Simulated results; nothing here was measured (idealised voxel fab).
Documented hereafter: the process module known as voxel capacitor over wiring.
Square cell edge 5 nm, section width 280 nm, ID cut.
Cross-section layout: square cells on a grid; listed as bands, top to bottom; a band spans one or more cell rows.
First you get the band's top height and its bottom height, in nm, and then the materials it's made of, left to right, with each width in nm. If you see a single material with "all across", that one covers the band edge to edge. "air" is empty space.
We count height from 0. Below that, the starting wafer is all one material. The lowest band never ends at the bottom but goes on down; see "0 down" for how that is written.
A width such as "30..40" changes by the same amount from each row of cells to the next, from the band's top row to its bottom row.
"nothing different" (step): cross-section cells unchanged, all of them.
Entry "Voids, enclosed" = empty spaces >= 8 cells with no open way to the top; each as width x height at distance, distance from left edge, all nm.
Whatever follows a step's settings on its line is a remark the simulator itself makes about that step.
You can add "overlay nm" to a step's line. For a step with a mask, it describes how far the mask lay to the right of its planned position, and a negative number describes a lay to the left.
plan
1: RECEIVE,material Si
2: CONFORMAL_DEP,material SiO2,thk nm 15
3: DIRECTIONAL_DEP,material TiN,thk nm 5
4: DIRECTIONAL_DEP,material W,thk nm 20
5: DIRECTIONAL_DEP,material aC,thk nm 10
6: PATTERN,tone cover,mask id METAL_1,material resist,width nm 30,pitch nm 100,thk nm 30,overlay nm 0
7: DIRECTIONAL_ETCH,etch materials aC,depth nm 10
8: STRIP,etch materials resist
9: DIRECTIONAL_ETCH,etch materials W,depth nm 20
10: DIRECTIONAL_ETCH,etch materials TiN,depth nm 5
11: STRIP,etch materials aC
12: FILL_DEP,material SiO2,thk nm 5
13: CMP,height nm 40
14: CONFORMAL_DEP,material SiCN,thk nm 5
15: DIRECTIONAL_DEP,material SiO2,thk nm 20
16: PATTERN,tone open,mask id PLUG_1,material resist,width nm 15,thk nm 15,overlay nm 0
17: DIRECTIONAL_ETCH,etch materials SiO2,depth nm 20
18: DIRECTIONAL_ETCH,etch materials SiCN,depth nm 5
19: STRIP,etch materials resist
20: CONFORMAL_DEP,material TiN,thk nm 5
21: FILL_DEP,material Cu,thk nm 5
22: CMP,height nm 65
23: DIRECTIONAL_DEP,material TiN,thk nm 10
24: DIRECTIONAL_DEP,material HfO2,thk nm 5
25: DIRECTIONAL_DEP,material TiN,thk nm 5
26: DIRECTIONAL_DEP,material aC,thk nm 15
27: PATTERN,tone cover,mask id UPPER_PLATE,material resist,width nm 75,thk nm 30,overlay nm 0
28: DIRECTIONAL_ETCH,etch materials aC,depth nm 15
29: STRIP,etch materials resist
30: DIRECTIONAL_ETCH,etch materials TiN,depth nm 5
31: DIRECTIONAL_ETCH,etch materials HfO2,depth nm 5
32: STRIP,etch materials aC
33: MASKED_ETCH,tone cover,mask id LOWER_PLATE,width nm 85,etch materials TiN,depth nm 10,overlay nm 0
34: FILL_DEP,material SiO2,thk nm 20
35: CMP,height nm 100
36: DIRECTIONAL_DEP,material aC,thk nm 15
37: PATTERN,tone open,mask id PLUG_2,material resist,width nm 15,thk nm 35,overlay nm 0
38: DIRECTIONAL_ETCH,etch materials aC,depth nm 15
39: STRIP,etch materials resist
40: DIRECTIONAL_ETCH,etch materials SiO2,depth nm 15
41: STRIP,etch materials aC
42: CONFORMAL_DEP,material TiN,thk nm 5
43: FILL_DEP,material Ru,thk nm 10
44: CMP,height nm 100
45: CONFORMAL_DEP,material SiCN,thk nm 5
As-received state of the wafer in cross-section, equivalent to post-step 1
* 0 down | Si all across
* Voids, enclosed: none
Final wafer profile in cross-section after the module, from the same start and plan as above, with one mistake made during processing
* 105 to 100 | SiCN all across
* 100 to 90 | SiO2 95, then TiN 5, then Ru 5, then TiN 5, then SiO2 170
* 90 to 80 | SiO2 95..90, then TiN 15..75, then SiO2 170..115
* 80 to 75 | SiO2 90, then HfO2 75, then SiO2 115
* 75 to 65 | SiO2 85, then TiN 85, then SiO2 110
* 65 to 45 | SiO2 90, then TiN 5, then Cu 5, then TiN 5, then SiO2 175
* 45 to 40 | SiCN 90, then TiN 15, then SiCN 175
* 40 to 20 | SiO2 75, then W 30, then SiO2 70, then W 30, then SiO2 75
* 20 to 15 | SiO2 75, then TiN 30, then SiO2 70, then TiN 30, then SiO2 75
* 15 to 0 | SiO2 all across
* 0 down | Si all across
* Voids, enclosed: none
What was the processing mistake? step 37 off recipe, ran as PATTERN,tone open,mask id PLUG_2,material resist,width nm 15,thk nm 35,overlay nm -5
